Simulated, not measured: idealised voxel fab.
Module name: voxel wiring stack (process module)
It is cross-section cut that appears here, measuring 210 nm in width, its square cells being 5 nm in size.
Throughout this document, each cross-section is represented as a grid of square cells and is presented as a sequence of bands enumerated from the top downward, where a band comprises one or more rows of cells. Heights first: top, then bottom, in nm. Then materials, left to right, each with a width in nm. "throughout" on a single material: fills the band edge to edge. "blank": empty space. It should be noted that heights are counted from 0, beneath which the wafer as supplied is of one material throughout, and that the lowest band possesses no lower boundary but continues downward, as written in "0 nm and below". It should be noted that a width expressed as "30 to 40" varies in equal increments from row to row of cells within the band, taking the value of the first number at the top row and that of the second number at the bottom row. Where the words "all unchanged" appear for a step, the cross-section shows no cell changed by that step; every cell remained as before. You'll see "Enclosed void listing" listing empty spaces that have no way open to the top, as long as they're 8 cells or more; the notation is width x height at distance, where the distance is from the left edge, and all of it is in nm. Read whatever lies past the settings on a step's line as the simulator's own remark about the step. overlay nm: step with mask; distance mask lay right of planned place; negative value = left of planned place.
## Intended process steps
1: RECEIVE with material Si
2: CONFORMAL_DEP with material SiO2, thk nm 10
3: CONFORMAL_DEP with material SiN, thk nm 5
4: DIRECTIONAL_DEP with material SiO2, thk nm 25
5: DIRECTIONAL_DEP with material aC, thk nm 10
6: PATTERN with tone open, mask id METAL_1, material resist, width nm 25, pitch nm 50, thk nm 30, overlay nm 0
7: DIRECTIONAL_ETCH with etch materials aC, depth nm 10
8: STRIP with etch materials resist
9: DIRECTIONAL_ETCH with etch materials SiO2, depth nm 25
10: DIRECTIONAL_ETCH with etch materials SiN, depth nm 5
11: STRIP with etch materials aC
12: CONFORMAL_DEP with material TiN, thk nm 5
13: FILL_DEP with material Cu, thk nm 5
14: CMP with height nm 40
15: CONFORMAL_DEP with material SiCN, thk nm 5
16: DIRECTIONAL_DEP with material SiO2, thk nm 25
17: MASKED_ETCH with tone open, mask id METAL_2_HOLES, width nm 15, pitch nm 50, etch materials SiO2, depth nm 25, overlay nm 0
18: MASKED_ETCH with tone open, mask id METAL_2, width nm 25, pitch nm 50, etch materials SiO2, depth nm 15, overlay nm 0
19: MASKED_ETCH with tone open, mask id METAL_2, width nm 25, pitch nm 50, etch materials SiCN, depth nm 5, overlay nm 0
20: CONFORMAL_DEP with material TiN, thk nm 5
21: FILL_DEP with material Cu, thk nm 10
22: CMP with height nm 70
23: CONFORMAL_DEP with material SiCN, thk nm 5
24: DIRECTIONAL_DEP with material lowk, thk nm 35
25: PATTERN with tone open, mask id METAL_3, material resist, width nm 25, pitch nm 50, thk nm 15, overlay nm 0
26: DIRECTIONAL_ETCH with etch materials lowk, depth nm 20
27: STRIP with etch materials resist
28: DIRECTIONAL_DEP with material aC, thk nm 15
29: PATTERN with tone open, mask id METAL_3_HOLES, material resist, width nm 15, pitch nm 50, thk nm 35, overlay nm 0
30: DIRECTIONAL_ETCH with etch materials aC, depth nm 15
31: STRIP with etch materials resist
32: DIRECTIONAL_ETCH with etch materials lowk, depth nm 15
33: DIRECTIONAL_ETCH with etch materials SiCN, depth nm 5
34: STRIP with etch materials aC
35: CONFORMAL_DEP with material TiN, thk nm 5
36: FILL_DEP with material Cu, thk nm 5
37: CMP with height nm 110
38: CONFORMAL_DEP with material SiN, thk nm 5
## So, the first of our two wafers, run just as we planned it
## Cross-section, incoming material, after step 1
    0 nm and below  Si throughout
    Enclosed void listing: none
## Cross-section through the wafer, step 2 finished
    10 nm to 0 nm  SiO2 throughout
    Beneath the level 0, the cross-section is identical to its previous state.
## Cross-section through the wafer, step 3 finished
    15 nm to 10 nm  SiN throughout
    Beneath the level 10, the cross-section is identical to its previous state.
## Cross-section through the wafer, step 4 finished
    40 nm to 15 nm  SiO2 throughout
    Beneath the level 15, the cross-section is identical to its previous state.
## Cross-section through the wafer, step 5 finished
    50 nm to 40 nm  aC throughout
    Beneath the level 40, the cross-section is identical to its previous state.
## Cross-section through the wafer, step 6 finished
    80 nm to 50 nm  resist=15, blank=25, resist=25, blank=25, resist=25, blank=25, resist=25, blank=25, resist=20
    Beneath the level 50, the cross-section is identical to its previous state.
## Cross-section through the wafer, step 7 finished
    70 nm to 50 nm  resist=15, blank=25, resist=25, blank=25, resist=25, blank=25, resist=25, blank=25, resist=20
    50 nm to 40 nm  aC=15, blank=25, aC=25, blank=25, aC=25, blank=25, aC=25, blank=25, aC=20
    Beneath the level 40, the cross-section is identical to its previous state.
## Cross-section through the wafer, step 8 finished
    50 nm to 40 nm  aC=15, blank=25, aC=25, blank=25, aC=25, blank=25, aC=25, blank=25, aC=20
    Beneath the level 40, the cross-section is identical to its previous state.
## Cross-section through the wafer, step 9 finished
    50 nm to 40 nm  aC=15, blank=25, aC=25, blank=25, aC=25, blank=25, aC=25, blank=25, aC=20
    40 nm to 15 nm  SiO2=15, blank=25, SiO2=25, blank=25, SiO2=25, blank=25, SiO2=25, blank=25, SiO2=20
    Beneath the level 15, the cross-section is identical to its previous state.
## Cross-section through the wafer, step 10 finished
    50 nm to 40 nm  aC=15, blank=25, aC=25, blank=25, aC=25, blank=25, aC=25, blank=25, aC=20
    40 nm to 15 nm  SiO2=15, blank=25, SiO2=25, blank=25, SiO2=25, blank=25, SiO2=25, blank=25, SiO2=20
    15 nm to 10 nm  SiN=15, blank=25, SiN=25, blank=25, SiN=25, blank=25, SiN=25, blank=25, SiN=20
    Beneath the level 10, the cross-section is identical to its previous state.
## Cross-section through the wafer, step 11 finished
    40 nm to 15 nm  SiO2=15, blank=25, SiO2=25, blank=25, SiO2=25, blank=25, SiO2=25, blank=25, SiO2=20
    Beneath the level 15, the cross-section is identical to its previous state.
## Cross-section through the wafer, step 12 finished
    45 nm to 40 nm  TiN=20, blank=15, TiN=35, blank=15, TiN=35, blank=15, TiN=35, blank=15, TiN=25
    40 nm to 15 nm  SiO2=15, TiN=5, blank=15, TiN=5, SiO2=25, TiN=5, blank=15, TiN=5, SiO2=25, TiN=5, blank=15, TiN=5, SiO2=25, TiN=5, blank=15, TiN=5, SiO2=20
    15 nm to 10 nm  SiN=15, TiN=25, SiN=25, TiN=25, SiN=25, TiN=25, SiN=25, TiN=25, SiN=20
    Beneath the level 10, the cross-section is identical to its previous state.
## Cross-section through the wafer, step 13 finished
    50 nm to 45 nm  Cu throughout
    45 nm to 40 nm  TiN=20, Cu=15, TiN=35, Cu=15, TiN=35, Cu=15, TiN=35, Cu=15, TiN=25
    40 nm to 15 nm  SiO2=15, TiN=5, Cu=15, TiN=5, SiO2=25, TiN=5, Cu=15, TiN=5, SiO2=25, TiN=5, Cu=15, TiN=5, SiO2=25, TiN=5, Cu=15, TiN=5, SiO2=20
    Beneath the level 15, the cross-section is identical to its previous state.
## Cross-section through the wafer, step 14 finished
    40 nm to 15 nm  SiO2=15, TiN=5, Cu=15, TiN=5, SiO2=25, TiN=5, Cu=15, TiN=5, SiO2=25, TiN=5, Cu=15, TiN=5, SiO2=25, TiN=5, Cu=15, TiN=5, SiO2=20
    Beneath the level 15, the cross-section is identical to its previous state.
## Cross-section through the wafer, step 15 finished
    45 nm to 40 nm  SiCN throughout
    Beneath the level 40, the cross-section is identical to its previous state.
## Cross-section through the wafer, step 16 finished
    70 nm to 45 nm  SiO2 throughout
    Beneath the level 45, the cross-section is identical to its previous state.
## Cross-section through the wafer, step 17 finished
    70 nm to 45 nm  SiO2=15, blank=15, SiO2=35, blank=15, SiO2=35, blank=15, SiO2=35, blank=15, SiO2=30
    Beneath the level 45, the cross-section is identical to its previous state.
## Cross-section through the wafer, step 18 finished
    70 nm to 55 nm  SiO2=15, blank=25, SiO2=25, blank=25, SiO2=25, blank=25, SiO2=25, blank=25, SiO2=20
    Beneath the level 55, the cross-section is identical to its previous state.
## Cross-section through the wafer, step 19 finished
    70 nm to 55 nm  SiO2=15, blank=25, SiO2=25, blank=25, SiO2=25, blank=25, SiO2=25, blank=25, SiO2=20
    55 nm to 45 nm  SiO2=15, blank=15, SiO2=35, blank=15, SiO2=35, blank=15, SiO2=35, blank=15, SiO2=30
    45 nm to 40 nm  SiCN=15, blank=15, SiCN=35, blank=15, SiCN=35, blank=15, SiCN=35, blank=15, SiCN=30
    Beneath the level 40, the cross-section is identical to its previous state.
## Cross-section through the wafer, step 20 finished
    75 nm to 70 nm  TiN=20, blank=15, TiN=35, blank=15, TiN=35, blank=15, TiN=35, blank=15, TiN=25
    70 nm to 60 nm  SiO2=15, TiN=5, blank=15, TiN=5, SiO2=25, TiN=5, blank=15, TiN=5, SiO2=25, TiN=5, blank=15, TiN=5, SiO2=25, TiN=5, blank=15, TiN=5, SiO2=20
    60 nm to 55 nm  SiO2=15, TiN=5, blank=5, TiN=15, SiO2=25, TiN=5, blank=5, TiN=15, SiO2=25, TiN=5, blank=5, TiN=15, SiO2=25, TiN=5, blank=5, TiN=15, SiO2=20
    55 nm to 45 nm  SiO2=15, TiN=5, blank=5, TiN=5, SiO2=35, TiN=5, blank=5, TiN=5, SiO2=35, TiN=5, blank=5, TiN=5, SiO2=35, TiN=5, blank=5, TiN=5, SiO2=30
    45 nm to 40 nm  SiCN=15, TiN=15, SiCN=35, TiN=15, SiCN=35, TiN=15, SiCN=35, TiN=15, SiCN=30
    Beneath the level 40, the cross-section is identical to its previous state.
## Cross-section through the wafer, step 21 finished
    85 nm to 75 nm  Cu throughout
    75 nm to 70 nm  TiN=20, Cu=15, TiN=35, Cu=15, TiN=35, Cu=15, TiN=35, Cu=15, TiN=25
    70 nm to 60 nm  SiO2=15, TiN=5, Cu=15, TiN=5, SiO2=25, TiN=5, Cu=15, TiN=5, SiO2=25, TiN=5, Cu=15, TiN=5, SiO2=25, TiN=5, Cu=15, TiN=5, SiO2=20
    60 nm to 55 nm  SiO2=15, TiN=5, Cu=5, TiN=15, SiO2=25, TiN=5, Cu=5, TiN=15, SiO2=25, TiN=5, Cu=5, TiN=15, SiO2=25, TiN=5, Cu=5, TiN=15, SiO2=20
    55 nm to 45 nm  SiO2=15, TiN=5, Cu=5, TiN=5, SiO2=35, TiN=5, Cu=5, TiN=5, SiO2=35, TiN=5, Cu=5, TiN=5, SiO2=35, TiN=5, Cu=5, TiN=5, SiO2=30
    Beneath the level 45, the cross-section is identical to its previous state.
## Cross-section through the wafer, step 22 finished
    70 nm to 60 nm  SiO2=15, TiN=5, Cu=15, TiN=5, SiO2=25, TiN=5, Cu=15, TiN=5, SiO2=25, TiN=5, Cu=15, TiN=5, SiO2=25, TiN=5, Cu=15, TiN=5, SiO2=20
    Beneath the level 60, the cross-section is identical to its previous state.
## Cross-section through the wafer, step 23 finished
    75 nm to 70 nm  SiCN throughout
    Beneath the level 70, the cross-section is identical to its previous state.
## Cross-section through the wafer, step 24 finished
    110 nm to 75 nm  lowk throughout
    Beneath the level 75, the cross-section is identical to its previous state.
## Cross-section through the wafer, step 25 finished
    125 nm to 110 nm  resist=15, blank=25, resist=25, blank=25, resist=25, blank=25, resist=25, blank=25, resist=20
    Beneath the level 110, the cross-section is identical to its previous state.
## Cross-section through the wafer, step 26 finished
    125 nm to 110 nm  resist=15, blank=25, resist=25, blank=25, resist=25, blank=25, resist=25, blank=25, resist=20
    110 nm to 90 nm  lowk=15, blank=25, lowk=25, blank=25, lowk=25, blank=25, lowk=25, blank=25, lowk=20
    Beneath the level 90, the cross-section is identical to its previous state.
## Cross-section through the wafer, step 27 finished
    110 nm to 90 nm  lowk=15, blank=25, lowk=25, blank=25, lowk=25, blank=25, lowk=25, blank=25, lowk=20
    Beneath the level 90, the cross-section is identical to its previous state.
## Cross-section through the wafer, step 28 finished
    125 nm to 110 nm  aC=15, blank=25, aC=25, blank=25, aC=25, blank=25, aC=25, blank=25, aC=20
    110 nm to 105 nm  lowk=15, blank=25, lowk=25, blank=25, lowk=25, blank=25, lowk=25, blank=25, lowk=20
    105 nm to 90 nm  lowk=15, aC=25, lowk=25, aC=25, lowk=25, aC=25, lowk=25, aC=25, lowk=20
    Beneath the level 90, the cross-section is identical to its previous state.
## Cross-section through the wafer, step 29 finished
    160 nm to 125 nm  resist=15, blank=15, resist=35, blank=15, resist=35, blank=15, resist=35, blank=15, resist=30
    125 nm to 110 nm  aC=15, blank=15, resist=10, aC=25, blank=15, resist=10, aC=25, blank=15, resist=10, aC=25, blank=15, resist=10, aC=20
    110 nm to 105 nm  lowk=15, blank=15, resist=10, lowk=25, blank=15, resist=10, lowk=25, blank=15, resist=10, lowk=25, blank=15, resist=10, lowk=20
    Beneath the level 105, the cross-section is identical to its previous state.
## Cross-section through the wafer, step 30 finished
    145 nm to 125 nm  resist=15, blank=15, resist=35, blank=15, resist=35, blank=15, resist=35, blank=15, resist=30
    125 nm to 110 nm  aC=15, blank=15, resist=10, aC=25, blank=15, resist=10, aC=25, blank=15, resist=10, aC=25, blank=15, resist=10, aC=20
    110 nm to 105 nm  lowk=15, blank=15, resist=10, lowk=25, blank=15, resist=10, lowk=25, blank=15, resist=10, lowk=25, blank=15, resist=10, lowk=20
    105 nm to 90 nm  lowk=15, blank=15, aC=10, lowk=25, blank=15, aC=10, lowk=25, blank=15, aC=10, lowk=25, blank=15, aC=10, lowk=20
    Beneath the level 90, the cross-section is identical to its previous state.
## Cross-section through the wafer, step 31 finished
    125 nm to 110 nm  aC=15, blank=25, aC=25, blank=25, aC=25, blank=25, aC=25, blank=25, aC=20
    110 nm to 105 nm  lowk=15, blank=25, lowk=25, blank=25, lowk=25, blank=25, lowk=25, blank=25, lowk=20
    Beneath the level 105, the cross-section is identical to its previous state.
## Cross-section through the wafer, step 32 finished
    125 nm to 110 nm  aC=15, blank=25, aC=25, blank=25, aC=25, blank=25, aC=25, blank=25, aC=20
    110 nm to 105 nm  lowk=15, blank=25, lowk=25, blank=25, lowk=25, blank=25, lowk=25, blank=25, lowk=20
    105 nm to 90 nm  lowk=15, blank=15, aC=10, lowk=25, blank=15, aC=10, lowk=25, blank=15, aC=10, lowk=25, blank=15, aC=10, lowk=20
    90 nm to 75 nm  lowk=15, blank=15, lowk=35, blank=15, lowk=35, blank=15, lowk=35, blank=15, lowk=30
    Beneath the level 75, the cross-section is identical to its previous state.
## Cross-section through the wafer, step 33 finished
    125 nm to 110 nm  aC=15, blank=25, aC=25, blank=25, aC=25, blank=25, aC=25, blank=25, aC=20
    110 nm to 105 nm  lowk=15, blank=25, lowk=25, blank=25, lowk=25, blank=25, lowk=25, blank=25, lowk=20
    105 nm to 90 nm  lowk=15, blank=15, aC=10, lowk=25, blank=15, aC=10, lowk=25, blank=15, aC=10, lowk=25, blank=15, aC=10, lowk=20
    90 nm to 75 nm  lowk=15, blank=15, lowk=35, blank=15, lowk=35, blank=15, lowk=35, blank=15, lowk=30
    75 nm to 70 nm  SiCN=15, blank=15, SiCN=35, blank=15, SiCN=35, blank=15, SiCN=35, blank=15, SiCN=30
    Beneath the level 70, the cross-section is identical to its previous state.
## Cross-section through the wafer, step 34 finished
    110 nm to 90 nm  lowk=15, blank=25, lowk=25, blank=25, lowk=25, blank=25, lowk=25, blank=25, lowk=20
    Beneath the level 90, the cross-section is identical to its previous state.
## Cross-section through the wafer, step 35 finished
    115 nm to 110 nm  TiN=20, blank=15, TiN=35, blank=15, TiN=35, blank=15, TiN=35, blank=15, TiN=25
    110 nm to 95 nm  lowk=15, TiN=5, blank=15, TiN=5, lowk=25, TiN=5, blank=15, TiN=5, lowk=25, TiN=5, blank=15, TiN=5, lowk=25, TiN=5, blank=15, TiN=5, lowk=20
    95 nm to 90 nm  lowk=15, TiN=5, blank=5, TiN=15, lowk=25, TiN=5, blank=5, TiN=15, lowk=25, TiN=5, blank=5, TiN=15, lowk=25, TiN=5, blank=5, TiN=15, lowk=20
    90 nm to 75 nm  lowk=15, TiN=5, blank=5, TiN=5, lowk=35, TiN=5, blank=5, TiN=5, lowk=35, TiN=5, blank=5, TiN=5, lowk=35, TiN=5, blank=5, TiN=5, lowk=30
    75 nm to 70 nm  SiCN=15, TiN=15, SiCN=35, TiN=15, SiCN=35, TiN=15, SiCN=35, TiN=15, SiCN=30
    Beneath the level 70, the cross-section is identical to its previous state.
## Cross-section through the wafer, step 36 finished
    120 nm to 115 nm  Cu throughout
    115 nm to 110 nm  TiN=20, Cu=15, TiN=35, Cu=15, TiN=35, Cu=15, TiN=35, Cu=15, TiN=25
    110 nm to 95 nm  lowk=15, TiN=5, Cu=15, TiN=5, lowk=25, TiN=5, Cu=15, TiN=5, lowk=25, TiN=5, Cu=15, TiN=5, lowk=25, TiN=5, Cu=15, TiN=5, lowk=20
    95 nm to 90 nm  lowk=15, TiN=5, Cu=5, TiN=15, lowk=25, TiN=5, Cu=5, TiN=15, lowk=25, TiN=5, Cu=5, TiN=15, lowk=25, TiN=5, Cu=5, TiN=15, lowk=20
    90 nm to 75 nm  lowk=15, TiN=5, Cu=5, TiN=5, lowk=35, TiN=5, Cu=5, TiN=5, lowk=35, TiN=5, Cu=5, TiN=5, lowk=35, TiN=5, Cu=5, TiN=5, lowk=30
    Beneath the level 75, the cross-section is identical to its previous state.
## Cross-section through the wafer, step 37 finished
    110 nm to 95 nm  lowk=15, TiN=5, Cu=15, TiN=5, lowk=25, TiN=5, Cu=15, TiN=5, lowk=25, TiN=5, Cu=15, TiN=5, lowk=25, TiN=5, Cu=15, TiN=5, lowk=20
    Beneath the level 95, the cross-section is identical to its previous state.
## Cross-section through the wafer, step 38 finished
    115 nm to 110 nm  SiN throughout
    Beneath the level 110, the cross-section is identical to its previous state.
## The Second Wafer: Common Origin and Plan, One Mistake in Execution, Identical to the First Through Step 28
## Cross-section of the second wafer when, according to plan, step 29 should have finished
    160 nm to 125 nm  resist=20, blank=15, resist=35, blank=15, resist=35, blank=15, resist=35, blank=15, resist=25
    125 nm to 110 nm  aC=15, resist=5, blank=15, resist=5, aC=25, resist=5, blank=15, resist=5, aC=25, resist=5, blank=15, resist=5, aC=25, resist=5, blank=15, resist=5, aC=20
    110 nm to 105 nm  lowk=15, resist=5, blank=15, resist=5, lowk=25, resist=5, blank=15, resist=5, lowk=25, resist=5, blank=15, resist=5, lowk=25, resist=5, blank=15, resist=5, lowk=20
    Beneath the level 105, the cross-section is identical to its previous state.
## Cross-section of the second wafer when, according to plan, step 30 should have finished
    145 nm to 125 nm  resist=20, blank=15, resist=35, blank=15, resist=35, blank=15, resist=35, blank=15, resist=25
    125 nm to 110 nm  aC=15, resist=5, blank=15, resist=5, aC=25, resist=5, blank=15, resist=5, aC=25, resist=5, blank=15, resist=5, aC=25, resist=5, blank=15, resist=5, aC=20
    110 nm to 105 nm  lowk=15, resist=5, blank=15, resist=5, lowk=25, resist=5, blank=15, resist=5, lowk=25, resist=5, blank=15, resist=5, lowk=25, resist=5, blank=15, resist=5, lowk=20
    105 nm to 90 nm  lowk=15, aC=5, blank=15, aC=5, lowk=25, aC=5, blank=15, aC=5, lowk=25, aC=5, blank=15, aC=5, lowk=25, aC=5, blank=15, aC=5, lowk=20
    Beneath the level 90, the cross-section is identical to its previous state.
## Cross-section of the second wafer when, according to plan, step 31 should have finished
    125 nm to 110 nm  aC=15, blank=25, aC=25, blank=25, aC=25, blank=25, aC=25, blank=25, aC=20
    110 nm to 105 nm  lowk=15, blank=25, lowk=25, blank=25, lowk=25, blank=25, lowk=25, blank=25, lowk=20
    Beneath the level 105, the cross-section is identical to its previous state.
## Cross-section of the second wafer when, according to plan, step 32 should have finished
    125 nm to 110 nm  aC=15, blank=25, aC=25, blank=25, aC=25, blank=25, aC=25, blank=25, aC=20
    110 nm to 105 nm  lowk=15, blank=25, lowk=25, blank=25, lowk=25, blank=25, lowk=25, blank=25, lowk=20
    105 nm to 90 nm  lowk=15, aC=5, blank=15, aC=5, lowk=25, aC=5, blank=15, aC=5, lowk=25, aC=5, blank=15, aC=5, lowk=25, aC=5, blank=15, aC=5, lowk=20
    90 nm to 75 nm  lowk=20, blank=15, lowk=35, blank=15, lowk=35, blank=15, lowk=35, blank=15, lowk=25
    Beneath the level 75, the cross-section is identical to its previous state.
## Cross-section of the second wafer when, according to plan, step 33 should have finished
    125 nm to 110 nm  aC=15, blank=25, aC=25, blank=25, aC=25, blank=25, aC=25, blank=25, aC=20
    110 nm to 105 nm  lowk=15, blank=25, lowk=25, blank=25, lowk=25, blank=25, lowk=25, blank=25, lowk=20
    105 nm to 90 nm  lowk=15, aC=5, blank=15, aC=5, lowk=25, aC=5, blank=15, aC=5, lowk=25, aC=5, blank=15, aC=5, lowk=25, aC=5, blank=15, aC=5, lowk=20
    90 nm to 75 nm  lowk=20, blank=15, lowk=35, blank=15, lowk=35, blank=15, lowk=35, blank=15, lowk=25
    75 nm to 70 nm  SiCN=20, blank=15, SiCN=35, blank=15, SiCN=35, blank=15, SiCN=35, blank=15, SiCN=25
    Beneath the level 70, the cross-section is identical to its previous state.
## Cross-section of the second wafer when, according to plan, step 34 should have finished
    110 nm to 90 nm  lowk=15, blank=25, lowk=25, blank=25, lowk=25, blank=25, lowk=25, blank=25, lowk=20
    Beneath the level 90, the cross-section is identical to its previous state.
## Cross-section of the second wafer when, according to plan, step 35 should have finished
    115 nm to 110 nm  TiN=20, blank=15, TiN=35, blank=15, TiN=35, blank=15, TiN=35, blank=15, TiN=25
    110 nm to 95 nm  lowk=15, TiN=5, blank=15, TiN=5, lowk=25, TiN=5, blank=15, TiN=5, lowk=25, TiN=5, blank=15, TiN=5, lowk=25, TiN=5, blank=15, TiN=5, lowk=20
    95 nm to 90 nm  lowk=15, TiN=10, blank=5, TiN=10, lowk=25, TiN=10, blank=5, TiN=10, lowk=25, TiN=10, blank=5, TiN=10, lowk=25, TiN=10, blank=5, TiN=10, lowk=20
    90 nm to 75 nm  lowk=20, TiN=5, blank=5, TiN=5, lowk=35, TiN=5, blank=5, TiN=5, lowk=35, TiN=5, blank=5, TiN=5, lowk=35, TiN=5, blank=5, TiN=5, lowk=25
    75 nm to 70 nm  SiCN=20, TiN=15, SiCN=35, TiN=15, SiCN=35, TiN=15, SiCN=35, TiN=15, SiCN=25
    Beneath the level 70, the cross-section is identical to its previous state.
## Cross-section of the second wafer when, according to plan, step 36 should have finished
    120 nm to 115 nm  Cu throughout
    115 nm to 110 nm  TiN=20, Cu=15, TiN=35, Cu=15, TiN=35, Cu=15, TiN=35, Cu=15, TiN=25
    110 nm to 95 nm  lowk=15, TiN=5, Cu=15, TiN=5, lowk=25, TiN=5, Cu=15, TiN=5, lowk=25, TiN=5, Cu=15, TiN=5, lowk=25, TiN=5, Cu=15, TiN=5, lowk=20
    95 nm to 90 nm  lowk=15, TiN=10, Cu=5, TiN=10, lowk=25, TiN=10, Cu=5, TiN=10, lowk=25, TiN=10, Cu=5, TiN=10, lowk=25, TiN=10, Cu=5, TiN=10, lowk=20
    90 nm to 75 nm  lowk=20, TiN=5, Cu=5, TiN=5, lowk=35, TiN=5, Cu=5, TiN=5, lowk=35, TiN=5, Cu=5, TiN=5, lowk=35, TiN=5, Cu=5, TiN=5, lowk=25
    Beneath the level 75, the cross-section is identical to its previous state.
## Cross-section of the second wafer when, according to plan, step 37 should have finished
    110 nm to 95 nm  lowk=15, TiN=5, Cu=15, TiN=5, lowk=25, TiN=5, Cu=15, TiN=5, lowk=25, TiN=5, Cu=15, TiN=5, lowk=25, TiN=5, Cu=15, TiN=5, lowk=20
    Beneath the level 95, the cross-section is identical to its previous state.
## Cross-section of the second wafer when, according to plan, step 38 should have finished
    115 nm to 110 nm  SiN throughout
    Beneath the level 110, the cross-section is identical to its previous state.
Which mistake was made when the wafer was run? planned and actual differ for step 29; actual: PATTERN with tone open, mask id METAL_3_HOLES, material resist, width nm 15, pitch nm 50, thk nm 35, overlay nm 5
Same inventory, different map: at the end, the second wafer holds as many cells of each material as the first, placed elsewhere.
